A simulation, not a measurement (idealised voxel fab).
The document below concerns the process module designated voxel wiring stack.
Section shown: cut. Width: 210 nm. Cell size: 5 nm, square.
Square cells in a grid make up a cross-section in this document, and the grid is given as bands, listed from the top down, each one or more rows of cells. Band: top and bottom heights (nm) first, top before bottom; then materials from left to right, widths in nm. "edge to edge" marks a sole material filling the band edge to edge. "empty" denotes empty space. For the purposes of this specification, 0 denotes the height below which the wafer in its as-received condition is composed wholly of one material, and the lowermost band, lacking a lower limit, extends downward without end, as expressed in "0 nm and below". You'd read "30..40" like this: the band's top row of cells is as wide as the first number, its bottom row is as wide as the second, and going down, every row changes width by the same amount as the row before did. For the purposes of this document, the phrase "nothing was modified" attached to a step denotes that no cell within the cross-section was modified by that step. Heads up: "Unvented internal voids" only lists the empty pockets with no open path to the top that are 8 cells or more, and it writes them as width x height at distance, distance from the left edge, in nm. Read whatever lies past the settings on a step's line as the simulator's own remark about the step. overlay nm: mask right of planned place by this much (step with mask). Neg. = left. If you're wondering how to read the rest of this, here's the deal. It's pairs of cross-sections: one from before a process step, one from after it. The after one is only drawn as far down as the lowest band that changed. Right under each pair you'll see which step sits between them and what its settings were. Don't read the pairs as one continuous story, though. They can come from different runs of this module on the same starting wafer, and a pair only carries on from the one above it where its entry headed "Pre-step view" says so.

Pre-step view
	115 nm to 110 nm: 20 TiN  15 empty  35 TiN  15 empty  35 TiN  15 empty  35 TiN  15 empty  25 TiN
	110 nm to 95 nm: 15 lowk  5 TiN  15 empty  5 TiN  25 lowk  5 TiN  15 empty  5 TiN  25 lowk  5 TiN  15 empty  5 TiN  25 lowk  5 TiN  15 empty  5 TiN  20 lowk
	95 nm to 90 nm: 15 lowk  5 TiN  10 empty  10 TiN  25 lowk  5 TiN  10 empty  10 TiN  25 lowk  5 TiN  10 empty  10 TiN  25 lowk  5 TiN  10 empty  10 TiN  20 lowk
	90 nm to 75 nm: 15 lowk  5 TiN  10 empty  5 TiN  30 lowk  5 TiN  10 empty  5 TiN  30 lowk  5 TiN  10 empty  5 TiN  30 lowk  5 TiN  10 empty  5 TiN  25 lowk
	75 nm to 70 nm: 15 SiCN  20 TiN  30 SiCN  20 TiN  30 SiCN  20 TiN  30 SiCN  20 TiN  25 SiCN
	70 nm to 60 nm: 15 SiO2  5 TiN  15 Cu  5 TiN  25 SiO2  5 TiN  15 Cu  5 TiN  25 SiO2  5 TiN  15 Cu  5 TiN  25 SiO2  5 TiN  15 Cu  5 TiN  20 SiO2
	60 nm to 55 nm: 15 SiO2  5 TiN  5 Cu  15 TiN  25 SiO2  5 TiN  5 Cu  15 TiN  25 SiO2  5 TiN  5 Cu  15 TiN  25 SiO2  5 TiN  5 Cu  15 TiN  20 SiO2
	55 nm to 45 nm: 15 SiO2  5 TiN  5 Cu  5 TiN  35 SiO2  5 TiN  5 Cu  5 TiN  35 SiO2  5 TiN  5 Cu  5 TiN  35 SiO2  5 TiN  5 Cu  5 TiN  30 SiO2
	45 nm to 40 nm: 15 SiCN  15 TiN  35 SiCN  15 TiN  35 SiCN  15 TiN  35 SiCN  15 TiN  30 SiCN
	40 nm to 15 nm: 15 SiO2  5 TiN  15 Cu  5 TiN  25 SiO2  5 TiN  15 Cu  5 TiN  25 SiO2  5 TiN  15 Cu  5 TiN  25 SiO2  5 TiN  15 Cu  5 TiN  20 SiO2
	15 nm to 10 nm: 15 SiN  25 TiN  25 SiN  25 TiN  25 SiN  25 TiN  25 SiN  25 TiN  20 SiN
	10 nm to 0 nm: SiO2 edge to edge
	0 nm and below: Si edge to edge
	Unvented internal voids: none

As Processed
	120 nm to 115 nm: Cu edge to edge
	115 nm to 110 nm: 20 TiN  15 Cu  35 TiN  15 Cu  35 TiN  15 Cu  35 TiN  15 Cu  25 TiN
	110 nm to 95 nm: 15 lowk  5 TiN  15 Cu  5 TiN  25 lowk  5 TiN  15 Cu  5 TiN  25 lowk  5 TiN  15 Cu  5 TiN  25 lowk  5 TiN  15 Cu  5 TiN  20 lowk
	95 nm to 90 nm: 15 lowk  5 TiN  10 Cu  10 TiN  25 lowk  5 TiN  10 Cu  10 TiN  25 lowk  5 TiN  10 Cu  10 TiN  25 lowk  5 TiN  10 Cu  10 TiN  20 lowk
	90 nm to 75 nm: 15 lowk  5 TiN  10 Cu  5 TiN  30 lowk  5 TiN  10 Cu  5 TiN  30 lowk  5 TiN  10 Cu  5 TiN  30 lowk  5 TiN  10 Cu  5 TiN  25 lowk
	Below 75 it's all the same as before, nothing changed down there.
	Unvented internal voids: none
The two cross-sections above bracket this step: FILL_DEP [material Cu] [thk nm 5]

Pre-step view: = after-state of the pair above.

As Processed
	110 nm to 95 nm: 15 lowk  5 TiN  15 Cu  5 TiN  25 lowk  5 TiN  15 Cu  5 TiN  25 lowk  5 TiN  15 Cu  5 TiN  25 lowk  5 TiN  15 Cu  5 TiN  20 lowk
	Below 95 it's all the same as before, nothing changed down there.
	Unvented internal voids: none
The two cross-sections above bracket this step: CMP [height nm 110]

Pre-step view: = after-state of the pair above.

As Processed
	115 nm to 110 nm: SiN edge to edge
	Below 110 it's all the same as before, nothing changed down there.
	Unvented internal voids: none
The two cross-sections above bracket this step: CONFORMAL_DEP [material SiN] [thk nm 5]

Pre-step view
	125 nm to 110 nm: 15 aC  25 empty  25 aC  25 empty  25 aC  25 empty  25 aC  25 empty  20 aC
	110 nm to 105 nm: 15 lowk  25 empty  25 lowk  25 empty  25 lowk  25 empty  25 lowk  25 empty  20 lowk
	105 nm to 90 nm: 15 lowk  25 aC  25 lowk  25 aC  25 lowk  25 aC  25 lowk  25 aC  20 lowk
	90 nm to 75 nm: lowk edge to edge
	75 nm to 70 nm: SiCN edge to edge
	70 nm to 60 nm: 15 SiO2  5 TiN  15 Cu  5 TiN  25 SiO2  5 TiN  15 Cu  5 TiN  25 SiO2  5 TiN  15 Cu  5 TiN  25 SiO2  5 TiN  15 Cu  5 TiN  20 SiO2
	60 nm to 55 nm: 15 SiO2  5 TiN  5 Cu  15 TiN  25 SiO2  5 TiN  5 Cu  15 TiN  25 SiO2  5 TiN  5 Cu  15 TiN  25 SiO2  5 TiN  5 Cu  15 TiN  20 SiO2
	55 nm to 45 nm: 15 SiO2  5 TiN  5 Cu  5 TiN  35 SiO2  5 TiN  5 Cu  5 TiN  35 SiO2  5 TiN  5 Cu  5 TiN  35 SiO2  5 TiN  5 Cu  5 TiN  30 SiO2
	45 nm to 40 nm: 15 SiCN  15 TiN  35 SiCN  15 TiN  35 SiCN  15 TiN  35 SiCN  15 TiN  30 SiCN
	40 nm to 15 nm: 15 SiO2  5 TiN  15 Cu  5 TiN  25 SiO2  5 TiN  15 Cu  5 TiN  25 SiO2  5 TiN  15 Cu  5 TiN  25 SiO2  5 TiN  15 Cu  5 TiN  20 SiO2
	15 nm to 10 nm: 15 SiN  25 TiN  25 SiN  25 TiN  25 SiN  25 TiN  25 SiN  25 TiN  20 SiN
	10 nm to 0 nm: SiO2 edge to edge
	0 nm and below: Si edge to edge
	Unvented internal voids: none

As Processed
	160 nm to 125 nm: 20 resist  15 empty  35 resist  15 empty  35 resist  15 empty  35 resist  15 empty  25 resist
	125 nm to 110 nm: 15 aC  5 resist  15 empty  5 resist  25 aC  5 resist  15 empty  5 resist  25 aC  5 resist  15 empty  5 resist  25 aC  5 resist  15 empty  5 resist  20 aC
	110 nm to 105 nm: 15 lowk  5 resist  15 empty  5 resist  25 lowk  5 resist  15 empty  5 resist  25 lowk  5 resist  15 empty  5 resist  25 lowk  5 resist  15 empty  5 resist  20 lowk
	Below 105 it's all the same as before, nothing changed down there.
	Unvented internal voids: none
The two cross-sections above bracket this step: PATTERN [tone open] [mask id METAL_3_HOLES] [material resist] [width nm 15] [pitch nm 50] [thk nm 35] [overlay nm 5]

Pre-step view: = after-state of the pair above.

As Processed
	145 nm to 125 nm: 20 resist  15 empty  35 resist  15 empty  35 resist  15 empty  35 resist  15 empty  25 resist
	125 nm to 110 nm: 15 aC  5 resist  15 empty  5 resist  25 aC  5 resist  15 empty  5 resist  25 aC  5 resist  15 empty  5 resist  25 aC  5 resist  15 empty  5 resist  20 aC
	110 nm to 105 nm: 15 lowk  5 resist  15 empty  5 resist  25 lowk  5 resist  15 empty  5 resist  25 lowk  5 resist  15 empty  5 resist  25 lowk  5 resist  15 empty  5 resist  20 lowk
	105 nm to 90 nm: 15 lowk  5 aC  15 empty  5 aC  25 lowk  5 aC  15 empty  5 aC  25 lowk  5 aC  15 empty  5 aC  25 lowk  5 aC  15 empty  5 aC  20 lowk
	Below 90 it's all the same as before, nothing changed down there.
	Unvented internal voids: none
The two cross-sections above bracket this step: DIRECTIONAL_ETCH [etch materials aC] [depth nm 15]

Pre-step view: = after-state of the pair above.

As Processed
	125 nm to 110 nm: 15 aC  25 empty  25 aC  25 empty  25 aC  25 empty  25 aC  25 empty  20 aC
	110 nm to 105 nm: 15 lowk  25 empty  25 lowk  25 empty  25 lowk  25 empty  25 lowk  25 empty  20 lowk
	Below 105 it's all the same as before, nothing changed down there.
	Unvented internal voids: none
The two cross-sections above bracket this step: STRIP [etch materials resist]

Pre-step view: = after-state of the pair above.

As Processed
	125 nm to 110 nm: 15 aC  25 empty  25 aC  25 empty  25 aC  25 empty  25 aC  25 empty  20 aC
	110 nm to 105 nm: 15 lowk  25 empty  25 lowk  25 empty  25 lowk  25 empty  25 lowk  25 empty  20 lowk
	105 nm to 90 nm: 15 lowk  5 aC  15 empty  5 aC  25 lowk  5 aC  15 empty  5 aC  25 lowk  5 aC  15 empty  5 aC  25 lowk  5 aC  15 empty  5 aC  20 lowk
	90 nm to 75 nm: 20 lowk  15 empty  35 lowk  15 empty  35 lowk  15 empty  35 lowk  15 empty  25 lowk
	Below 75 it's all the same as before, nothing changed down there.
	Unvented internal voids: none
The two cross-sections above bracket this step: DIRECTIONAL_ETCH [etch materials lowk] [depth nm 15]

Pre-step view: = after-state of the pair above.

As Processed
	125 nm to 110 nm: 15 aC  25 empty  25 aC  25 empty  25 aC  25 empty  25 aC  25 empty  20 aC
	110 nm to 105 nm: 15 lowk  25 empty  25 lowk  25 empty  25 lowk  25 empty  25 lowk  25 empty  20 lowk
	105 nm to 90 nm: 15 lowk  5 aC  15 empty  5 aC  25 lowk  5 aC  15 empty  5 aC  25 lowk  5 aC  15 empty  5 aC  25 lowk  5 aC  15 empty  5 aC  20 lowk
	90 nm to 75 nm: 20 lowk  15 empty  35 lowk  15 empty  35 lowk  15 empty  35 lowk  15 empty  25 lowk
	75 nm to 70 nm: 20 SiCN  15 empty  35 SiCN  15 empty  35 SiCN  15 empty  35 SiCN  15 empty  25 SiCN
	Below 70 it's all the same as before, nothing changed down there.
	Unvented internal voids: none
The two cross-sections above bracket this step: DIRECTIONAL_ETCH [etch materials SiCN] [depth nm 5]

Pre-step view: = after-state of the pair above.

As Processed
	110 nm to 90 nm: 15 lowk  25 empty  25 lowk  25 empty  25 lowk  25 empty  25 lowk  25 empty  20 lowk
	Below 90 it's all the same as before, nothing changed down there.
	Unvented internal voids: none
The two cross-sections above bracket this step: STRIP [etch materials aC]

Pre-step view: = after-state of the pair above.

As Processed
	115 nm to 110 nm: 20 TiN  15 empty  35 TiN  15 empty  35 TiN  15 empty  35 TiN  15 empty  25 TiN
	110 nm to 95 nm: 15 lowk  5 TiN  15 empty  5 TiN  25 lowk  5 TiN  15 empty  5 TiN  25 lowk  5 TiN  15 empty  5 TiN  25 lowk  5 TiN  15 empty  5 TiN  20 lowk
	95 nm to 90 nm: 15 lowk  10 TiN  5 empty  10 TiN  25 lowk  10 TiN  5 empty  10 TiN  25 lowk  10 TiN  5 empty  10 TiN  25 lowk  10 TiN  5 empty  10 TiN  20 lowk
	90 nm to 75 nm: 20 lowk  5 TiN  5 empty  5 TiN  35 lowk  5 TiN  5 empty  5 TiN  35 lowk  5 TiN  5 empty  5 TiN  35 lowk  5 TiN  5 empty  5 TiN  25 lowk
	75 nm to 70 nm: 20 SiCN  15 TiN  35 SiCN  15 TiN  35 SiCN  15 TiN  35 SiCN  15 TiN  25 SiCN
	Below 70 it's all the same as before, nothing changed down there.
	Unvented internal voids: none
The two cross-sections above bracket this step: CONFORMAL_DEP [material TiN] [thk nm 5]

Pre-step view: = after-state of the pair above.

As Processed
	120 nm to 115 nm: Cu edge to edge
	115 nm to 110 nm: 20 TiN  15 Cu  35 TiN  15 Cu  35 TiN  15 Cu  35 TiN  15 Cu  25 TiN
	110 nm to 95 nm: 15 lowk  5 TiN  15 Cu  5 TiN  25 lowk  5 TiN  15 Cu  5 TiN  25 lowk  5 TiN  15 Cu  5 TiN  25 lowk  5 TiN  15 Cu  5 TiN  20 lowk
	95 nm to 90 nm: 15 lowk  10 TiN  5 Cu  10 TiN  25 lowk  10 TiN  5 Cu  10 TiN  25 lowk  10 TiN  5 Cu  10 TiN  25 lowk  10 TiN  5 Cu  10 TiN  20 lowk
	90 nm to 75 nm: 20 lowk  5 TiN  5 Cu  5 TiN  35 lowk  5 TiN  5 Cu  5 TiN  35 lowk  5 TiN  5 Cu  5 TiN  35 lowk  5 TiN  5 Cu  5 TiN  25 lowk
	Below 75 it's all the same as before, nothing changed down there.
	Unvented internal voids: none
The two cross-sections above bracket this step: FILL_DEP [material Cu] [thk nm 5]

Pre-step view: = after-state of the pair above.

As Processed
	110 nm to 95 nm: 15 lowk  5 TiN  15 Cu  5 TiN  25 lowk  5 TiN  15 Cu  5 TiN  25 lowk  5 TiN  15 Cu  5 TiN  25 lowk  5 TiN  15 Cu  5 TiN  20 lowk
	Below 95 it's all the same as before, nothing changed down there.
	Unvented internal voids: none
The two cross-sections above bracket this step: CMP [height nm 110]

Pre-step view: = after-state of the pair above.

As Processed
	115 nm to 110 nm: SiN edge to edge
	Below 110 it's all the same as before, nothing changed down there.
	Unvented internal voids: none
The two cross-sections above bracket this step: CONFORMAL_DEP [material SiN] [thk nm 5]

Pre-step view
	75 nm to 70 nm: SiCN edge to edge
	70 nm to 60 nm: 15 SiO2  5 TiN  15 Cu  5 TiN  25 SiO2  5 TiN  15 Cu  5 TiN  25 SiO2  5 TiN  15 Cu  5 TiN  25 SiO2  5 TiN  15 Cu  5 TiN  20 SiO2
	60 nm to 55 nm: 15 SiO2  5 TiN  5 Cu  15 TiN  25 SiO2  5 TiN  5 Cu  15 TiN  25 SiO2  5 TiN  5 Cu  15 TiN  25 SiO2  5 TiN  5 Cu  15 TiN  20 SiO2
	55 nm to 45 nm: 15 SiO2  5 TiN  5 Cu  5 TiN  35 SiO2  5 TiN  5 Cu  5 TiN  35 SiO2  5 TiN  5 Cu  5 TiN  35 SiO2  5 TiN  5 Cu  5 TiN  30 SiO2
	45 nm to 40 nm: 15 SiCN  15 TiN  35 SiCN  15 TiN  35 SiCN  15 TiN  35 SiCN  15 TiN  30 SiCN
	40 nm to 15 nm: 15 SiO2  5 TiN  15 Cu  5 TiN  25 SiO2  5 TiN  15 Cu  5 TiN  25 SiO2  5 TiN  15 Cu  5 TiN  25 SiO2  5 TiN  15 Cu  5 TiN  20 SiO2
	15 nm to 10 nm: 15 SiN  25 TiN  25 SiN  25 TiN  25 SiN  25 TiN  25 SiN  25 TiN  20 SiN
	10 nm to 0 nm: SiO2 edge to edge
	0 nm and below: Si edge to edge
	Unvented internal voids: none

As Processed
	110 nm to 70 nm: SiCN edge to edge
	Below 70 it's all the same as before, nothing changed down there.
	Unvented internal voids: none
The two cross-sections above bracket this step: DIRECTIONAL_DEP [material SiCN] [thk nm 35]

Pre-step view: = after-state of the pair above.

As Processed
	125 nm to 110 nm: 15 resist  25 empty  25 resist  25 empty  25 resist  25 empty  25 resist  25 empty  20 resist
	Below 110 it's all the same as before, nothing changed down there.
	Unvented internal voids: none
The two cross-sections above bracket this step: PATTERN [tone open] [mask id METAL_3] [material resist] [width nm 25] [pitch nm 50] [thk nm 15] [overlay nm 0]

Pre-step view: = after-state of the pair above.

As Processed
	110 nm to 70 nm: SiCN edge to edge
	Below 70 it's all the same as before, nothing changed down there.
	Unvented internal voids: none
The two cross-sections above bracket this step: STRIP [etch materials resist]

Pre-step view: = after-state of the pair above.

As Processed
	125 nm to 110 nm: aC edge to edge
	Below 110 it's all the same as before, nothing changed down there.
	Unvented internal voids: none
The two cross-sections above bracket this step: DIRECTIONAL_DEP [material aC] [thk nm 15]

Pre-step view: = after-state of the pair above.

As Processed
	160 nm to 125 nm: 15 resist  15 empty  35 resist  15 empty  35 resist  15 empty  35 resist  15 empty  30 resist
	Below 125 it's all the same as before, nothing changed down there.
	Unvented internal voids: none
The two cross-sections above bracket this step: PATTERN [tone open] [mask id METAL_3_HOLES] [material resist] [width nm 15] [pitch nm 50] [thk nm 35] [overlay nm 0]

Pre-step view: = after-state of the pair above.

As Processed
	145 nm to 125 nm: 15 resist  15 empty  35 resist  15 empty  35 resist  15 empty  35 resist  15 empty  30 resist
	125 nm to 110 nm: 15 aC  15 empty  35 aC  15 empty  35 aC  15 empty  35 aC  15 empty  30 aC
	Below 110 it's all the same as before, nothing changed down there.
	Unvented internal voids: none
The two cross-sections above bracket this step: DIRECTIONAL_ETCH [etch materials aC] [depth nm 15]

Pre-step view: = after-state of the pair above.

As Processed
	125 nm to 110 nm: 15 aC  15 empty  35 aC  15 empty  35 aC  15 empty  35 aC  15 empty  30 aC
	Below 110 it's all the same as before, nothing changed down there.
	Unvented internal voids: none
The two cross-sections above bracket this step: STRIP [etch materials resist]

Pre-step view: = after-state of the pair above.

As Processed
	125 nm to 110 nm: 15 aC  15 empty  35 aC  15 empty  35 aC  15 empty  35 aC  15 empty  30 aC
	110 nm to 105 nm: 15 SiCN  15 empty  35 SiCN  15 empty  35 SiCN  15 empty  35 SiCN  15 empty  30 SiCN
	Below 105 it's all the same as before, nothing changed down there.
	Unvented internal voids: none
The two cross-sections above bracket this step: DIRECTIONAL_ETCH [etch materials SiCN] [depth nm 5]

Pre-step view: = after-state of the pair above.

As Processed
	110 nm to 105 nm: 15 SiCN  15 empty  35 SiCN  15 empty  35 SiCN  15 empty  35 SiCN  15 empty  30 SiCN
	Below 105 it's all the same as before, nothing changed down there.
	Unvented internal voids: none
The two cross-sections above bracket this step: STRIP [etch materials aC]

Pre-step view: = after-state of the pair above.

As Processed
	115 nm to 110 nm: 20 TiN  5 empty  45 TiN  5 empty  45 TiN  5 empty  45 TiN  5 empty  35 TiN
	110 nm to 105 nm: 15 SiCN  15 TiN  35 SiCN  15 TiN  35 SiCN  15 TiN  35 SiCN  15 TiN  30 SiCN
	Below 105 it's all the same as before, nothing changed down there.
	Unvented internal voids: none
The two cross-sections above bracket this step: CONFORMAL_DEP [material TiN] [thk nm 5]

Pre-step view: = after-state of the pair above.

As Processed
	120 nm to 115 nm: Cu edge to edge
	115 nm to 110 nm: 20 TiN  5 Cu  45 TiN  5 Cu  45 TiN  5 Cu  45 TiN  5 Cu  35 TiN
	Below 110 it's all the same as before, nothing changed down there.
	Unvented internal voids: none
The two cross-sections above bracket this step: FILL_DEP [material Cu] [thk nm 5]

Pre-step view: = after-state of the pair above.

As Processed
	110 nm to 105 nm: 15 SiCN  15 TiN  35 SiCN  15 TiN  35 SiCN  15 TiN  35 SiCN  15 TiN  30 SiCN
	Below 105 it's all the same as before, nothing changed down there.
	Unvented internal voids: none
The two cross-sections above bracket this step: CMP [height nm 110]

Pre-step view: = after-state of the pair above.

As Processed
	115 nm to 110 nm: SiN edge to edge
	Below 110 it's all the same as before, nothing changed down there.
	Unvented internal voids: none
The two cross-sections above bracket this step: CONFORMAL_DEP [material SiN] [thk nm 5]

Pre-step view
	70 nm to 45 nm: 15 SiO2  15 empty  35 SiO2  15 empty  35 SiO2  15 empty  35 SiO2  15 empty  30 SiO2
	45 nm to 40 nm: SiCN edge to edge
	40 nm to 15 nm: 15 SiO2  5 TiN  15 Cu  5 TiN  25 SiO2  5 TiN  15 Cu  5 TiN  25 SiO2  5 TiN  15 Cu  5 TiN  25 SiO2  5 TiN  15 Cu  5 TiN  20 SiO2
	15 nm to 10 nm: 15 SiN  25 TiN  25 SiN  25 TiN  25 SiN  25 TiN  25 SiN  25 TiN  20 SiN
	10 nm to 0 nm: SiO2 edge to edge
	0 nm and below: Si edge to edge
	Unvented internal voids: none

As Processed
	70 nm to 55 nm: 30 empty  10 SiO2  40 empty  10 SiO2  40 empty  10 SiO2  40 empty  10 SiO2  20 empty
	Below 55 it's all the same as before, nothing changed down there.
	Unvented internal voids: none
The two cross-sections above bracket this step: MASKED_ETCH [tone cover] [mask id METAL_2] [width nm 25] [pitch nm 50] [etch materials SiO2] [depth nm 15] [overlay nm 0]

Pre-step view: = after-state of the pair above.

As Processed
	70 nm to 55 nm: 30 empty  10 SiO2  40 empty  10 SiO2  40 empty  10 SiO2  40 empty  10 SiO2  20 empty
	55 nm to 45 nm: 15 SiO2  15 empty  35 SiO2  15 empty  35 SiO2  15 empty  35 SiO2  15 empty  30 SiO2
	45 nm to 40 nm: 15 SiCN  15 empty  35 SiCN  15 empty  35 SiCN  15 empty  35 SiCN  15 empty  30 SiCN
	Below 40 it's all the same as before, nothing changed down there.
	Unvented internal voids: none
The two cross-sections above bracket this step: MASKED_ETCH [tone open] [mask id METAL_2] [width nm 25] [pitch nm 50] [etch materials SiCN] [depth nm 5] [overlay nm 0]

Pre-step view: = after-state of the pair above.

As Processed
	75 nm to 70 nm: 25 empty  20 TiN  30 empty  20 TiN  30 empty  20 TiN  30 empty  20 TiN  15 empty
	70 nm to 60 nm: 25 empty  5 TiN  10 SiO2  5 TiN  30 empty  5 TiN  10 SiO2  5 TiN  30 empty  5 TiN  10 SiO2  5 TiN  30 empty  5 TiN  10 SiO2  5 TiN  15 empty
	60 nm to 55 nm: 20 TiN  5 empty  5 TiN  10 SiO2  30 TiN  5 empty  5 TiN  10 SiO2  30 TiN  5 empty  5 TiN  10 SiO2  30 TiN  5 empty  5 TiN  10 SiO2  20 TiN
	55 nm to 45 nm: 15 SiO2  5 TiN  5 empty  5 TiN  35 SiO2  5 TiN  5 empty  5 TiN  35 SiO2  5 TiN  5 empty  5 TiN  35 SiO2  5 TiN  5 empty  5 TiN  30 SiO2
	45 nm to 40 nm: 15 SiCN  15 TiN  35 SiCN  15 TiN  35 SiCN  15 TiN  35 SiCN  15 TiN  30 SiCN
	Below 40 it's all the same as before, nothing changed down there.
	Unvented internal voids: none
The two cross-sections above bracket this step: CONFORMAL_DEP [material TiN] [thk nm 5]

Pre-step view: = after-state of the pair above.

As Processed
	85 nm to 75 nm: Cu edge to edge
	75 nm to 70 nm: 25 Cu  20 TiN  30 Cu  20 TiN  30 Cu  20 TiN  30 Cu  20 TiN  15 Cu
	70 nm to 60 nm: 25 Cu  5 TiN  10 SiO2  5 TiN  30 Cu  5 TiN  10 SiO2  5 TiN  30 Cu  5 TiN  10 SiO2  5 TiN  30 Cu  5 TiN  10 SiO2  5 TiN  15 Cu
	60 nm to 55 nm: 20 TiN  5 Cu  5 TiN  10 SiO2  30 TiN  5 Cu  5 TiN  10 SiO2  30 TiN  5 Cu  5 TiN  10 SiO2  30 TiN  5 Cu  5 TiN  10 SiO2  20 TiN
	55 nm to 45 nm: 15 SiO2  5 TiN  5 Cu  5 TiN  35 SiO2  5 TiN  5 Cu  5 TiN  35 SiO2  5 TiN  5 Cu  5 TiN  35 SiO2  5 TiN  5 Cu  5 TiN  30 SiO2
	Below 45 it's all the same as before, nothing changed down there.
	Unvented internal voids: none
The two cross-sections above bracket this step: FILL_DEP [material Cu] [thk nm 10]

Pre-step view: = after-state of the pair above.

As Processed
	70 nm to 60 nm: 25 Cu  5 TiN  10 SiO2  5 TiN  30 Cu  5 TiN  10 SiO2  5 TiN  30 Cu  5 TiN  10 SiO2  5 TiN  30 Cu  5 TiN  10 SiO2  5 TiN  15 Cu
	Below 60 it's all the same as before, nothing changed down there.
	Unvented internal voids: none
The two cross-sections above bracket this step: CMP [height nm 70]

Pre-step view: = after-state of the pair above.

As Processed
	75 nm to 70 nm: SiCN edge to edge
	Below 70 it's all the same as before, nothing changed down there.
	Unvented internal voids: none
The two cross-sections above bracket this step: CONFORMAL_DEP [material SiCN] [thk nm 5]

Pre-step view: = after-state of the pair above.

As Processed
	110 nm to 75 nm: lowk edge to edge
	Below 75 it's all the same as before, nothing changed down there.
	Unvented internal voids: none
The two cross-sections above bracket this step: DIRECTIONAL_DEP [material lowk] [thk nm 35]

Pre-step view: = after-state of the pair above.

As Processed
	125 nm to 110 nm: 15 resist  25 empty  25 resist  25 empty  25 resist  25 empty  25 resist  25 empty  20 resist
	Below 110 it's all the same as before, nothing changed down there.
	Unvented internal voids: none
The two cross-sections above bracket this step: PATTERN [tone open] [mask id METAL_3] [material resist] [width nm 25] [pitch nm 50] [thk nm 15] [overlay nm 0]

Pre-step view: = after-state of the pair above.

As Processed
	125 nm to 110 nm: 15 resist  25 empty  25 resist  25 empty  25 resist  25 empty  25 resist  25 empty  20 resist
	110 nm to 90 nm: 15 lowk  25 empty  25 lowk  25 empty  25 lowk  25 empty  25 lowk  25 empty  20 lowk
	Below 90 it's all the same as before, nothing changed down there.
	Unvented internal voids: none
The two cross-sections above bracket this step: DIRECTIONAL_ETCH [etch materials lowk] [depth nm 20]

Pre-step view: = after-state of the pair above.

As Processed
	110 nm to 90 nm: 15 lowk  25 empty  25 lowk  25 empty  25 lowk  25 empty  25 lowk  25 empty  20 lowk
	Below 90 it's all the same as before, nothing changed down there.
	Unvented internal voids: none
The two cross-sections above bracket this step: STRIP [etch materials resist]

Pre-step view: = after-state of the pair above.

As Processed
	125 nm to 110 nm: 15 aC  25 empty  25 aC  25 empty  25 aC  25 empty  25 aC  25 empty  20 aC
	110 nm to 105 nm: 15 lowk  25 empty  25 lowk  25 empty  25 lowk  25 empty  25 lowk  25 empty  20 lowk
	105 nm to 90 nm: 15 lowk  25 aC  25 lowk  25 aC  25 lowk  25 aC  25 lowk  25 aC  20 lowk
	Below 90 it's all the same as before, nothing changed down there.
	Unvented internal voids: none
The two cross-sections above bracket this step: DIRECTIONAL_DEP [material aC] [thk nm 15]

Pre-step view: = after-state of the pair above.

As Processed
	160 nm to 125 nm: 15 resist  15 empty  35 resist  15 empty  35 resist  15 empty  35 resist  15 empty  30 resist
	125 nm to 110 nm: 15 aC  15 empty  10 resist  25 aC  15 empty  10 resist  25 aC  15 empty  10 resist  25 aC  15 empty  10 resist  20 aC
	110 nm to 105 nm: 15 lowk  15 empty  10 resist  25 lowk  15 empty  10 resist  25 lowk  15 empty  10 resist  25 lowk  15 empty  10 resist  20 lowk
	Below 105 it's all the same as before, nothing changed down there.
	Unvented internal voids: none
The two cross-sections above bracket this step: PATTERN [tone open] [mask id METAL_3_HOLES] [material resist] [width nm 15] [pitch nm 50] [thk nm 35] [overlay nm 0]

Pre-step view: = after-state of the pair above.

As Processed
	145 nm to 125 nm: 15 resist  15 empty  35 resist  15 empty  35 resist  15 empty  35 resist  15 empty  30 resist
	125 nm to 110 nm: 15 aC  15 empty  10 resist  25 aC  15 empty  10 resist  25 aC  15 empty  10 resist  25 aC  15 empty  10 resist  20 aC
	110 nm to 105 nm: 15 lowk  15 empty  10 resist  25 lowk  15 empty  10 resist  25 lowk  15 empty  10 resist  25 lowk  15 empty  10 resist  20 lowk
	105 nm to 90 nm: 15 lowk  15 empty  10 aC  25 lowk  15 empty  10 aC  25 lowk  15 empty  10 aC  25 lowk  15 empty  10 aC  20 lowk
	Below 90 it's all the same as before, nothing changed down there.
	Unvented internal voids: none
The two cross-sections above bracket this step: DIRECTIONAL_ETCH [etch materials aC] [depth nm 15]

Pre-step view: = after-state of the pair above.

As Processed
	125 nm to 110 nm: 15 aC  25 empty  25 aC  25 empty  25 aC  25 empty  25 aC  25 empty  20 aC
	110 nm to 105 nm: 15 lowk  25 empty  25 lowk  25 empty  25 lowk  25 empty  25 lowk  25 empty  20 lowk
	Below 105 it's all the same as before, nothing changed down there.
	Unvented internal voids: none
The two cross-sections above bracket this step: STRIP [etch materials resist]

Pre-step view: = after-state of the pair above.

As Processed
	125 nm to 110 nm: 15 aC  25 empty  25 aC  25 empty  25 aC  25 empty  25 aC  25 empty  20 aC
	110 nm to 105 nm: 15 lowk  25 empty  25 lowk  25 empty  25 lowk  25 empty  25 lowk  25 empty  20 lowk
	105 nm to 90 nm: 15 lowk  15 empty  10 aC  25 lowk  15 empty  10 aC  25 lowk  15 empty  10 aC  25 lowk  15 empty  10 aC  20 lowk
	90 nm to 75 nm: 15 lowk  15 empty  35 lowk  15 empty  35 lowk  15 empty  35 lowk  15 empty  30 lowk
	Below 75 it's all the same as before, nothing changed down there.
	Unvented internal voids: none
The two cross-sections above bracket this step: DIRECTIONAL_ETCH [etch materials lowk] [depth nm 15]

Pre-step view: = after-state of the pair above.

As Processed
	125 nm to 110 nm: 15 aC  25 empty  25 aC  25 empty  25 aC  25 empty  25 aC  25 empty  20 aC
	110 nm to 105 nm: 15 lowk  25 empty  25 lowk  25 empty  25 lowk  25 empty  25 lowk  25 empty  20 lowk
	105 nm to 90 nm: 15 lowk  15 empty  10 aC  25 lowk  15 empty  10 aC  25 lowk  15 empty  10 aC  25 lowk  15 empty  10 aC  20 lowk
	90 nm to 75 nm: 15 lowk  15 empty  35 lowk  15 empty  35 lowk  15 empty  35 lowk  15 empty  30 lowk
	75 nm to 70 nm: 15 SiCN  15 empty  35 SiCN  15 empty  35 SiCN  15 empty  35 SiCN  15 empty  30 SiCN
	Below 70 it's all the same as before, nothing changed down there.
	Unvented internal voids: none
The two cross-sections above bracket this step: DIRECTIONAL_ETCH [etch materials SiCN] [depth nm 5]

Pre-step view: = after-state of the pair above.

As Processed
	110 nm to 90 nm: 15 lowk  25 empty  25 lowk  25 empty  25 lowk  25 empty  25 lowk  25 empty  20 lowk
	Below 90 it's all the same as before, nothing changed down there.
	Unvented internal voids: none
The two cross-sections above bracket this step: STRIP [etch materials aC]
